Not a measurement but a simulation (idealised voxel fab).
process module | voxel local oxidation
The figure presents cross-section cut, which has a width of 300 nm and is divided into square cells with an edge length of 5 nm.
Cross-section layout: square cells on a grid; listed as bands, top to bottom; a band spans one or more cell rows.
Band entry format. Leading values: height of top, height of bottom, nm. Remainder: materials in left-to-right order, each with its width in nm. Special words: "edge to edge" on a single material, which then fills the band edge to edge; "blank", empty space.
Height reference: 0 = level under which incoming wafer is all one material. Lowest band: no bottom, runs on downward, e.g. "z 0 and below".
Width: "30 to 40" (first number = top row, second number = bottom row, same change from row to row of cells).
Step note "nothing was modified" = no cross-section cell changed.
"Completely sealed voids": empty spaces of 8 cells or more with no open way to the top, each given as width x height at distance, distance from the left edge, all in nm.
Anything after a step's settings on that line? It's the simulator's own note about the step.
overlay nm: mask offset rightward from planned place, masked step; negative means leftward offset.

Below is the list of planned process steps
1 RECEIVE (material Si)
2 OXIDIZE (depth nm 5)
3 CONFORMAL_DEP (material SiN; thk nm 10)
4 MASKED_ETCH (tone cover; mask id ACTIVE; width nm 130; etch materials SiN; depth nm 10; overlay nm 0)
5 SELECTIVE_ETCH (etch materials SiO2; depth nm 5)
6 OXIDIZE (depth nm 10)
7 STRIP (etch materials SiN)

Received-state cross-section, reflecting completion of step 1
* z 0 and below = Si edge to edge
* Completely sealed voids: none

First of two wafers at the end of the module, shown in cross-section; run carried out as planned
* z 0 to -5 = blank 90 | SiO2 120 | blank 90
* z -5 to -15 = SiO2 100 | Si 100 | SiO2 100
* z -15 and below = Si edge to edge
* Completely sealed voids: none

Second wafer cross-section at end of module - shared start and plan with the first, one mistake in the run
* z 10 to 0 = blank 85 | SiN 130 | blank 85
* z 0 to -5 = blank 90 | SiO2 120 | blank 90
* z -5 to -15 = SiO2 100 | Si 100 | SiO2 100
* z -15 and below = Si edge to edge
* Completely sealed voids: none
Where did the run depart from the plan? step 7 in the plan did not get run; it was skipped
Final cells, second wafer relative to first, materials higher or lower: +52 SiN
